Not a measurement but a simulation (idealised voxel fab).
Process module heading - voxel self aligned vias
Square cell edge 5 nm, section width 160 nm, ID cut.
Cross-section layout: square cells on a grid; listed as bands, top to bottom; a band spans one or more cell rows.
Per band: top height and bottom height in nm, followed by the left-to-right materials and their widths in nm; "everywhere" marks a single material spanning edge to edge, "air" marks empty space.
Ref level 0: as-received wafer is one material below here. Bottom band extends down with no lower bound ("0 -> down").
When a width is written as two numbers, as in "30..40", the first number is the width in the top row of cells of the band and the second is the width in its bottom row, and the width changes by the same amount from each row to the next.
Given "left unchanged" for a step, no cell of the cross-section differs between before and after that step.
"Sealed internal cavities" specifies each empty space that is not open to the top and that occupies no fewer than 8 cells, using the form width x height at distance, the distance measured from the left edge and all three quantities in nm.
Note: text after step settings on the step line = simulator remark on that step.
"overlay nm", when on a step's line for a step with a mask, measures how far to the right of its planned place the mask lay; a negative measure means to the left.
-- The planned process steps are enumerated hereunder
1) op RECEIVE | material Si
2) op CONFORMAL_DEP | material SiO2 | thk nm 10
3) op CONFORMAL_DEP | material SiCN | thk nm 5
4) op DIRECTIONAL_DEP | material SiO2 | thk nm 25
5) op PATTERN | tone open | mask id LINES | material resist | width nm 30 | pitch nm 70 | thk nm 20 | overlay nm 0
6) op DIRECTIONAL_ETCH | etch materials SiO2 | depth nm 25
7) op STRIP | etch materials resist
8) op CONFORMAL_DEP | material TiN | thk nm 5
9) op FILL_DEP | material W | thk nm 10
10) op CMP | height nm 40
11) op SELECTIVE_ETCH | etch materials W Ru TiN | depth nm 10
12) op FILL_DEP | material SiN | thk nm 5
13) op CMP | height nm 40
14) op DIRECTIONAL_DEP | material SiO2 | thk nm 15
15) op DIRECTIONAL_DEP | material aC | thk nm 10
16) op PATTERN | tone open | mask id VIAS | material resist | width nm 40 | thk nm 30 | overlay nm 0
17) op DIRECTIONAL_ETCH | etch materials aC | depth nm 10
18) op STRIP | etch materials resist
19) op DIRECTIONAL_ETCH | etch materials SiO2 | depth nm 15
20) op DIRECTIONAL_ETCH | etch materials SiN | depth nm 10
21) op STRIP | etch materials aC
22) op CONFORMAL_DEP | material TiN | thk nm 5
23) op FILL_DEP | material Cu | thk nm 10
24) op CMP | height nm 55
25) op CONFORMAL_DEP | material SiCN | thk nm 5
-- First of two wafers, processed according to plan
-- Received-state cross-section, reflecting completion of step 1
* 0 -> down = Si everywhere
* Sealed internal cavities: none
-- after step 2
* 10 -> 0 = SiO2 everywhere
* Beneath the level 0, the cross-section is identical to its previous state.
-- after step 3
* 15 -> 10 = SiCN everywhere
* Beneath the level 10, the cross-section is identical to its previous state.
-- after step 4
* 40 -> 15 = SiO2 everywhere
* Beneath the level 15, the cross-section is identical to its previous state.
-- after step 5
* 60 -> 40 = 30 nm resist, 30 nm air, 40 nm resist, 30 nm air, 30 nm resist
* Beneath the level 40, the cross-section is identical to its previous state.
-- after step 6
* 60 -> 40 = 30 nm resist, 30 nm air, 40 nm resist, 30 nm air, 30 nm resist
* 40 -> 15 = 30 nm SiO2, 30 nm air, 40 nm SiO2, 30 nm air, 30 nm SiO2
* Beneath the level 15, the cross-section is identical to its previous state.
-- after step 7
* 40 -> 15 = 30 nm SiO2, 30 nm air, 40 nm SiO2, 30 nm air, 30 nm SiO2
* Beneath the level 15, the cross-section is identical to its previous state.
-- after step 8
* 45 -> 40 = 35 nm TiN, 20 nm air, 50 nm TiN, 20 nm air, 35 nm TiN
* 40 -> 20 = 30 nm SiO2, 5 nm TiN, 20 nm air, 5 nm TiN, 40 nm SiO2, 5 nm TiN, 20 nm air, 5 nm TiN, 30 nm SiO2
* 20 -> 15 = 30 nm SiO2, 30 nm TiN, 40 nm SiO2, 30 nm TiN, 30 nm SiO2
* Beneath the level 15, the cross-section is identical to its previous state.
-- after step 9
* 55 -> 45 = W everywhere
* 45 -> 40 = 35 nm TiN, 20 nm W, 50 nm TiN, 20 nm W, 35 nm TiN
* 40 -> 20 = 30 nm SiO2, 5 nm TiN, 20 nm W, 5 nm TiN, 40 nm SiO2, 5 nm TiN, 20 nm W, 5 nm TiN, 30 nm SiO2
* Beneath the level 20, the cross-section is identical to its previous state.
-- after step 10
* 40 -> 20 = 30 nm SiO2, 5 nm TiN, 20 nm W, 5 nm TiN, 40 nm SiO2, 5 nm TiN, 20 nm W, 5 nm TiN, 30 nm SiO2
* Beneath the level 20, the cross-section is identical to its previous state.
-- after step 11
* 40 -> 30 = 30 nm SiO2, 30 nm air, 40 nm SiO2, 30 nm air, 30 nm SiO2
* Beneath the level 30, the cross-section is identical to its previous state.
-- after step 12
* 45 -> 40 = SiN everywhere
* 40 -> 30 = 30 nm SiO2, 30 nm SiN, 40 nm SiO2, 30 nm SiN, 30 nm SiO2
* Beneath the level 30, the cross-section is identical to its previous state.
-- after step 13
* 40 -> 30 = 30 nm SiO2, 30 nm SiN, 40 nm SiO2, 30 nm SiN, 30 nm SiO2
* Beneath the level 30, the cross-section is identical to its previous state.
-- after step 14
* 55 -> 40 = SiO2 everywhere
* Beneath the level 40, the cross-section is identical to its previous state.
-- after step 15
* 65 -> 55 = aC everywhere
* Beneath the level 55, the cross-section is identical to its previous state.
-- after step 16
* 95 -> 65 = 25 nm resist, 40 nm air, 95 nm resist
* Beneath the level 65, the cross-section is identical to its previous state.
-- after step 17
* 85 -> 65 = 25 nm resist, 40 nm air, 95 nm resist
* 65 -> 55 = 25 nm aC, 40 nm air, 95 nm aC
* Beneath the level 55, the cross-section is identical to its previous state.
-- after step 18
* 65 -> 55 = 25 nm aC, 40 nm air, 95 nm aC
* Beneath the level 55, the cross-section is identical to its previous state.
-- after step 19
* 65 -> 55 = 25 nm aC, 40 nm air, 95 nm aC
* 55 -> 40 = 25 nm SiO2, 40 nm air, 95 nm SiO2
* Beneath the level 40, the cross-section is identical to its previous state.
-- after step 20
* 65 -> 55 = 25 nm aC, 40 nm air, 95 nm aC
* 55 -> 40 = 25 nm SiO2, 40 nm air, 95 nm SiO2
* 40 -> 30 = 30 nm SiO2, 30 nm air, 40 nm SiO2, 30 nm SiN, 30 nm SiO2
* Beneath the level 30, the cross-section is identical to its previous state.
-- after step 21
* 55 -> 40 = 25 nm SiO2, 40 nm air, 95 nm SiO2
* Beneath the level 40, the cross-section is identical to its previous state.
-- after step 22
* 60 -> 55 = 30 nm TiN, 30 nm air, 100 nm TiN
* 55 -> 45 = 25 nm SiO2, 5 nm TiN, 30 nm air, 5 nm TiN, 95 nm SiO2
* 45 -> 40 = 25 nm SiO2, 10 nm TiN, 20 nm air, 10 nm TiN, 95 nm SiO2
* 40 -> 35 = 30 nm SiO2, 5 nm TiN, 20 nm air, 5 nm TiN, 40 nm SiO2, 30 nm SiN, 30 nm SiO2
* 35 -> 30 = 30 nm SiO2, 30 nm TiN, 40 nm SiO2, 30 nm SiN, 30 nm SiO2
* Beneath the level 30, the cross-section is identical to its previous state.
-- after step 23
* 70 -> 60 = Cu everywhere
* 60 -> 55 = 30 nm TiN, 30 nm Cu, 100 nm TiN
* 55 -> 45 = 25 nm SiO2, 5 nm TiN, 30 nm Cu, 5 nm TiN, 95 nm SiO2
* 45 -> 40 = 25 nm SiO2, 10 nm TiN, 20 nm Cu, 10 nm TiN, 95 nm SiO2
* 40 -> 35 = 30 nm SiO2, 5 nm TiN, 20 nm Cu, 5 nm TiN, 40 nm SiO2, 30 nm SiN, 30 nm SiO2
* Beneath the level 35, the cross-section is identical to its previous state.
-- after step 24
* 55 -> 45 = 25 nm SiO2, 5 nm TiN, 30 nm Cu, 5 nm TiN, 95 nm SiO2
* Beneath the level 45, the cross-section is identical to its previous state.
-- after step 25
* 60 -> 55 = SiCN everywhere
* Beneath the level 55, the cross-section is identical to its previous state.
-- Companion wafer, the second of two: same beginning, same intended sequence, one mistake in carrying it out; through step 18 inclusive it tracks the first exactly
-- Cross-section, second wafer, at the end time the plan gives for step 19
* 65 -> 55 = 25 nm aC, 40 nm air, 95 nm aC
* 55 -> 40 = 25 nm SiO2, 40 nm air, 95 nm SiO2
* 40 -> 30 = 25 nm SiO2, 5 nm air, 30 nm SiN, 5 nm air, 35 nm SiO2, 30 nm SiN, 30 nm SiO2
* 30 -> 25 = 25 nm SiO2, 5 nm air, 5 nm TiN, 20 nm W, 5 nm TiN, 5 nm air, 35 nm SiO2, 5 nm TiN, 20 nm W, 5 nm TiN, 30 nm SiO2
* Beneath the level 25, the cross-section is identical to its previous state.
-- Cross-section, second wafer, at the end time the plan gives for step 20
* 65 -> 55 = 25 nm aC, 40 nm air, 95 nm aC
* 55 -> 40 = 25 nm SiO2, 40 nm air, 95 nm SiO2
* 40 -> 30 = 25 nm SiO2, 40 nm air, 35 nm SiO2, 30 nm SiN, 30 nm SiO2
* Beneath the level 30, the cross-section is identical to its previous state.
-- Cross-section, second wafer, at the end time the plan gives for step 21
* 55 -> 40 = 25 nm SiO2, 40 nm air, 95 nm SiO2
* Beneath the level 40, the cross-section is identical to its previous state.
-- Cross-section, second wafer, at the end time the plan gives for step 22
* 60 -> 55 = 30 nm TiN, 30 nm air, 100 nm TiN
* 55 -> 40 = 25 nm SiO2, 5 nm TiN, 30 nm air, 5 nm TiN, 95 nm SiO2
* 40 -> 35 = 25 nm SiO2, 5 nm TiN, 30 nm air, 5 nm TiN, 35 nm SiO2, 30 nm SiN, 30 nm SiO2
* 35 -> 30 = 25 nm SiO2, 40 nm TiN, 35 nm SiO2, 30 nm SiN, 30 nm SiO2
* 30 -> 20 = 25..30 nm SiO2, 10..5 nm TiN, 20 nm W, 10..5 nm TiN, 35..40 nm SiO2, 5 nm TiN, 20 nm W, 5 nm TiN, 30 nm SiO2
* Beneath the level 20, the cross-section is identical to its previous state.
-- Cross-section, second wafer, at the end time the plan gives for step 23
* 70 -> 60 = Cu everywhere
* 60 -> 55 = 30 nm TiN, 30 nm Cu, 100 nm TiN
* 55 -> 40 = 25 nm SiO2, 5 nm TiN, 30 nm Cu, 5 nm TiN, 95 nm SiO2
* 40 -> 35 = 25 nm SiO2, 5 nm TiN, 30 nm Cu, 5 nm TiN, 35 nm SiO2, 30 nm SiN, 30 nm SiO2
* Beneath the level 35, the cross-section is identical to its previous state.
-- Cross-section, second wafer, at the end time the plan gives for step 24
* 55 -> 40 = 25 nm SiO2, 5 nm TiN, 30 nm Cu, 5 nm TiN, 95 nm SiO2
* Beneath the level 40, the cross-section is identical to its previous state.
-- Cross-section, second wafer, at the end time the plan gives for step 25
* 60 -> 55 = SiCN everywhere
* Beneath the level 55, the cross-section is identical to its previous state.
Here's what went sideways: plan step 19 ran twice
Count the cells at the end and the second wafer has more or fewer of some materials than the first: 4 more of Cu, 6 fewer of SiO2, 2 more of TiN
